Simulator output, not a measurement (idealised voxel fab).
process module | voxel transistor to metal
cross-section cut | 295 nm wide | cells 5 nm
A cross-section is a grid of square cells, given in bands from the top down. A band is one or more rows of cells.
Each band's line starts with the height of the band's top and of its bottom, in nm. Then come its materials from left to right, each with its width in nm. One material with "throughout" fills the band from edge to edge. "air" is empty space.
Height 0 is the level under which the wafer as received is all one material. The lowest band goes on downwards, as in "0 down".
A width such as "30 to 40" changes by the same amount from each row of cells to the next, from the band's top row to its bottom row.
"no change" after a step means that no cell of the cross-section changed.
closed voids: empty space of 8 cells or more with no open way to the top, each as width x height at its distance from the left edge, in nm
after a step's settings: what the simulator itself notes on the step
overlay nm, on a step with a mask: how far to the right of its planned place the mask lay; to the left if negative
plan
1 op RECEIVE | material Si
2 op OXIDIZE | depth nm 5
3 op CONFORMAL_DEP | material SiN | thk nm 15
4 op DIRECTIONAL_DEP | material aC | thk nm 10
5 op PATTERN | tone cover | mask id ACTIVE | material resist | width nm 95 | pitch nm 120 | thk nm 30 | overlay nm 0
6 op DIRECTIONAL_ETCH | etch materials aC | depth nm 10
7 op STRIP | etch materials resist
8 op DIRECTIONAL_ETCH | etch materials SiN | depth nm 15
9 op DIRECTIONAL_ETCH | etch materials SiO2 | depth nm 5
10 op DIRECTIONAL_ETCH | etch materials Si | depth nm 25
11 op STRIP | etch materials aC
12 op FILL_DEP | material SiO2 | thk nm 5
13 op CMP | height nm 15
14 op SELECTIVE_ETCH | etch materials SiO2 | depth nm 15
15 op STRIP | etch materials SiN
16 op SELECTIVE_ETCH | etch materials SiO2 | depth nm 5
17 op OXIDIZE | depth nm 5
18 op DIRECTIONAL_DEP | material polySi | thk nm 30
19 op DIRECTIONAL_DEP | material SiCN | thk nm 15
20 op MASKED_ETCH | tone cover | mask id GATE | width nm 15 | pitch nm 120 | etch materials SiCN | depth nm 25 | overlay nm 0
21 op MASKED_ETCH | tone cover | mask id GATE | width nm 15 | pitch nm 120 | etch materials polySi | depth nm 40 | overlay nm 0
22 op CONFORMAL_DEP | material SiN | thk nm 10
23 op DIRECTIONAL_ETCH | etch materials SiN | depth nm 10
24 op DIRECTIONAL_ETCH | etch materials SiO2 | depth nm 5
25 op DIRECTIONAL_ETCH | etch materials Si | depth nm 15
26 op EPI | material nSi | thk nm 15
27 op FILL_DEP | material SiO2 | thk nm 5
28 op CMP | height nm 40
29 op DIRECTIONAL_DEP | material SiO2 | thk nm 10
30 op DIRECTIONAL_DEP | material aC | thk nm 15
31 op PATTERN | tone open | mask id CONTACT | material resist | width nm 20 | thk nm 35 | overlay nm 0
32 op DIRECTIONAL_ETCH | etch materials aC | depth nm 15
33 op STRIP | etch materials resist
34 op DIRECTIONAL_ETCH | etch materials SiO2 | depth nm 60
35 op STRIP | etch materials aC
36 op CONFORMAL_DEP | material TiN | thk nm 5
37 op FILL_DEP | material Ru | thk nm 10
38 op CMP | height nm 50
39 op DIRECTIONAL_DEP | material TiN | thk nm 5
40 op DIRECTIONAL_DEP | material W | thk nm 25
41 op DIRECTIONAL_DEP | material aC | thk nm 15
42 op PATTERN | tone cover | mask id METAL_1 | material resist | width nm 20 | thk nm 30 | overlay nm 0
43 op DIRECTIONAL_ETCH | etch materials aC | depth nm 15
44 op STRIP | etch materials resist
45 op DIRECTIONAL_ETCH | etch materials W | depth nm 25
46 op DIRECTIONAL_ETCH | etch materials TiN | depth nm 5
47 op STRIP | etch materials aC
48 op FILL_DEP | material lowk | thk nm 5
49 op CMP | height nm 80
50 op CONFORMAL_DEP | material SiCN | thk nm 5
51 op DIRECTIONAL_DEP | material lowk | thk nm 30
52 op PATTERN | tone open | mask id METAL_2_HOLES | material resist | width nm 15 | pitch nm 120 | thk nm 20 | overlay nm 0
53 op DIRECTIONAL_ETCH | etch materials lowk | depth nm 30
54 op STRIP | etch materials resist
55 op PATTERN | tone open | mask id METAL_2 | material resist | width nm 20 | pitch nm 120 | thk nm 15 | overlay nm 0
56 op DIRECTIONAL_ETCH | etch materials lowk | depth nm 15
57 op DIRECTIONAL_ETCH | etch materials SiCN | depth nm 5
58 op STRIP | etch materials resist
59 op CONFORMAL_DEP | material TiN | thk nm 5
60 op FILL_DEP | material Ru | thk nm 5
61 op CMP | height nm 115
62 op CONFORMAL_DEP | material SiCN | thk nm 5
as received, after step 1
  0 down: Si throughout
  closed voids: none
a wafer at the end: this start, this plan, one mistake
  120 to 115: SiCN throughout
  115 to 105: lowk 45 | TiN 5 | Ru 10 | TiN 5 | lowk 100 | TiN 5 | Ru 10 | TiN 5 | lowk 110
  105 to 100: lowk 45 | TiN 5 | Ru 5 | TiN 10 | lowk 100 | TiN 5 | Ru 5 | TiN 10 | lowk 110
  100 to 85: lowk 45 | TiN 5 | Ru 5 | TiN 5 | lowk 105 | TiN 5 | Ru 5 | TiN 5 | lowk 115
  85 to 80: SiCN 45 | TiN 15 | SiCN 105 | TiN 15 | SiCN 115
  80 to 55: lowk 45 | W 20 | lowk 45 | W 20 | lowk 35 | W 20 | lowk 45 | W 20 | lowk 45
  55 to 50: lowk 45 | TiN 20 | lowk 45 | TiN 20 | lowk 35 | TiN 20 | lowk 45 | TiN 20 | lowk 45
  50 to 40: SiO2 45 | TiN 5 | Ru 10 | TiN 5 | SiO2 45 | TiN 5 | Ru 10 | TiN 5 | SiO2 35 | TiN 5 | Ru 10 | TiN 5 | SiO2 45 | TiN 5 | Ru 10 | TiN 5 | SiO2 45
  40 to 30: SiO2 45 | TiN 5 | Ru 10 | TiN 5 | SiO2 5 | SiN 10 | SiCN 15 | SiN 10 | SiO2 5 | TiN 5 | Ru 10 | TiN 5 | SiO2 35 | TiN 5 | Ru 10 | TiN 5 | SiO2 5 | SiN 10 | SiCN 15 | SiN 10 | SiO2 5 | TiN 5 | Ru 10 | TiN 5 | SiO2 45
  30 to 10: SiO2 45 | TiN 5 | Ru 10 | TiN 5 | SiO2 5 | SiN 10 | polySi 15 | SiN 10 | SiO2 5 | TiN 5 | Ru 10 | TiN 5 | SiO2 35 | TiN 5 | Ru 10 | TiN 5 | SiO2 5 | SiN 10 | polySi 15 | SiN 10 | SiO2 5 | TiN 5 | Ru 10 | TiN 5 | SiO2 45
  10 to 5: SiO2 45 | TiN 20 | SiO2 5 | SiN 10 | polySi 15 | SiN 10 | SiO2 5 | TiN 20 | SiO2 35 | TiN 20 | SiO2 5 | SiN 10 | polySi 15 | SiN 10 | SiO2 5 | TiN 20 | SiO2 45
  5 to -5: SiO2 45 | TiN 10 | nSi 15 | SiN 10 | polySi 15 | SiN 10 | nSi 15 | TiN 10 | SiO2 35 | TiN 10 | nSi 15 | SiN 10 | polySi 15 | SiN 10 | nSi 15 | TiN 10 | SiO2 45
  -5 to -10: SiO2 45 | TiN 10 | nSi 15 | SiO2 35 | nSi 15 | TiN 10 | SiO2 35 | TiN 10 | nSi 15 | SiO2 35 | nSi 15 | TiN 10 | SiO2 45
  -10 to -25: SiO2 40 | nSi 30 | Si 35 | nSi 30 | SiO2 25 | nSi 30 | Si 35 | nSi 30 | SiO2 40
  -25 to -30: SiO2 40 | Si 95 | SiO2 25 | Si 95 | SiO2 40
  -30 down: Si throughout
  closed voids: none
what went wrong: step 18 ran as: op DIRECTIONAL_DEP | material polySi | thk nm 35
